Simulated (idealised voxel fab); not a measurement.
The process module presented herein is designated voxel ribs on slabs.
Xsec cut, 240 nm wide, square cell size 5 nm.
This document writes a cross-section as a grid whose cells are square, and gives it as bands, listed from the top down; one or more rows of cells form a band. Band: top height; bottom height; in nm. Then, left to right: material with width in nm, for each material. "full width": a single material spanning edge to edge. "empty": empty space. The reference from which all heights are counted is 0, the level beneath which the as-received wafer is entirely one material; the lowest band, having no lower bound, proceeds downward and is written after the example "z 0 and below". Quick explanation for "30->40": the width changes in equal steps down the rows of cells, from the first number in the band's top row to the second number in its bottom row. You'll sometimes find "no change" written for a step, and that's the way of saying that nowhere in the cross-section did a cell change during that step. Listed in "Enclosed internal cavities": every empty space of 8 or more cells without an open way to the top. Form: width x height at distance, the distance being from the left edge, all in nm. If you see something after the settings on a step's line, that's the simulator's own remark about that step. What "overlay nm" on a step's line means: if the step has a mask, that mask lay this far to the right of its planned place, or, when the value is negative, to the left.
[Planned step list for the process]
1. RECEIVE [material Si]
2. DIRECTIONAL_DEP [material SiO2] [thk nm 30]
3. DIRECTIONAL_DEP [material SiN] [thk nm 25]
4. MASKED_ETCH [tone cover] [mask id RIB] [width nm 30] [etch materials SiN] [depth nm 20] [overlay nm 0]
5. PATTERN [tone cover] [mask id SLAB] [material resist] [width nm 80] [thk nm 20] [overlay nm 0]
6. DIRECTIONAL_ETCH [etch materials SiN] [depth nm 5]
7. STRIP [etch materials resist]
8. FILL_DEP [material SiO2] [thk nm 20]
9. CMP [height nm 65]
10. DIRECTIONAL_DEP [material TiN] [thk nm 5]
11. MASKED_ETCH [tone cover] [mask id HEATER] [width nm 40] [etch materials TiN] [depth nm 5] [overlay nm 0]
12. CONFORMAL_DEP [material SiO2] [thk nm 10]
[On the first of the two wafers: run conducted according to plan]
[Incoming wafer in cross-section (state: after step 1)]
  z 0 and below: Si full width
  Enclosed internal cavities: none
[Upon completion of step 2, the wafer appears in cross-section as shown]
  z 30 to 0: SiO2 full width
  Below 0, the layers are the same as they were.
[Upon completion of step 3, the wafer appears in cross-section as shown]
  z 55 to 30: SiN full width
  Below 30, the layers are the same as they were.
[Upon completion of step 4, the wafer appears in cross-section as shown]
  z 55 to 35: empty: 105, then SiN: 30, then empty: 105
  Below 35, the layers are the same as they were.
[Upon completion of step 5, the wafer appears in cross-section as shown]
  z 75 to 55: empty: 80, then resist: 80, then empty: 80
  z 55 to 35: empty: 80, then resist: 25, then SiN: 30, then resist: 25, then empty: 80
  Below 35, the layers are the same as they were.
[Upon completion of step 6, the wafer appears in cross-section as shown]
  z 75 to 55: empty: 80, then resist: 80, then empty: 80
  z 55 to 35: empty: 80, then resist: 25, then SiN: 30, then resist: 25, then empty: 80
  z 35 to 30: empty: 80, then SiN: 80, then empty: 80
  Below 30, the layers are the same as they were.
[Upon completion of step 7, the wafer appears in cross-section as shown]
  z 55 to 35: empty: 105, then SiN: 30, then empty: 105
  Below 35, the layers are the same as they were.
[Upon completion of step 8, the wafer appears in cross-section as shown]
  z 75 to 55: SiO2 full width
  z 55 to 35: SiO2: 105, then SiN: 30, then SiO2: 105
  z 35 to 30: SiO2: 80, then SiN: 80, then SiO2: 80
  Below 30, the layers are the same as they were.
[Upon completion of step 9, the wafer appears in cross-section as shown]
  z 65 to 55: SiO2 full width
  Below 55, the layers are the same as they were.
[Upon completion of step 10, the wafer appears in cross-section as shown]
  z 70 to 65: TiN full width
  Below 65, the layers are the same as they were.
[Upon completion of step 11, the wafer appears in cross-section as shown]
  z 70 to 65: empty: 100, then TiN: 40, then empty: 100
  Below 65, the layers are the same as they were.
[Upon completion of step 12, the wafer appears in cross-section as shown]
  z 80 to 75: empty: 90, then SiO2: 60, then empty: 90
  z 75 to 70: SiO2 full width
  z 70 to 65: SiO2: 100, then TiN: 40, then SiO2: 100
  Below 65, the layers are the same as they were.
[Companion wafer, the second of two: same beginning, same intended sequence, one mistake in carrying it out; through step 2 inclusive it tracks the first exactly]
[Cross-section: second wafer, time at which step 3 was scheduled to end]
  z 60 to 30: SiN full width
  Below 30, the layers are the same as they were.
[Cross-section: second wafer, time at which step 4 was scheduled to end]
  z 60 to 40: empty: 105, then SiN: 30, then empty: 105
  Below 40, the layers are the same as they were.
[Cross-section: second wafer, time at which step 5 was scheduled to end]
  z 80 to 60: empty: 80, then resist: 80, then empty: 80
  z 60 to 40: empty: 80, then resist: 25, then SiN: 30, then resist: 25, then empty: 80
  Below 40, the layers are the same as they were.
[Cross-section: second wafer, time at which step 6 was scheduled to end]
  z 80 to 60: empty: 80, then resist: 80, then empty: 80
  z 60 to 40: empty: 80, then resist: 25, then SiN: 30, then resist: 25, then empty: 80
  z 40 to 35: empty: 80, then SiN: 80, then empty: 80
  Below 35, the layers are the same as they were.
[Cross-section: second wafer, time at which step 7 was scheduled to end]
  z 60 to 40: empty: 105, then SiN: 30, then empty: 105
  Below 40, the layers are the same as they were.
[Cross-section: second wafer, time at which step 8 was scheduled to end]
  z 80 to 60: SiO2 full width
  z 60 to 40: SiO2: 105, then SiN: 30, then SiO2: 105
  z 40 to 35: SiO2: 80, then SiN: 80, then SiO2: 80
  Below 35, the layers are the same as they were.
[Cross-section: second wafer, time at which step 9 was scheduled to end]
  z 65 to 60: SiO2 full width
  Below 60, the layers are the same as they were.
[Cross-section: second wafer, time at which step 10 was scheduled to end]
  z 70 to 65: TiN full width
  Below 65, the layers are the same as they were.
[Cross-section: second wafer, time at which step 11 was scheduled to end]
  z 70 to 65: empty: 100, then TiN: 40, then empty: 100
  Below 65, the layers are the same as they were.
[Cross-section: second wafer, time at which step 12 was scheduled to end]
  z 80 to 75: empty: 90, then SiO2: 60, then empty: 90
  z 75 to 70: SiO2 full width
  z 70 to 65: SiO2: 100, then TiN: 40, then SiO2: 100
  Below 65, the layers are the same as they were.
What was the processing mistake? step 3 did not happen as planned, as run it was DIRECTIONAL_DEP [material SiN] [thk nm 30]
Looking at both finished wafers in cells, the second ends up ahead of or behind the first on some materials: 48 more of SiN, 48 fewer of SiO2
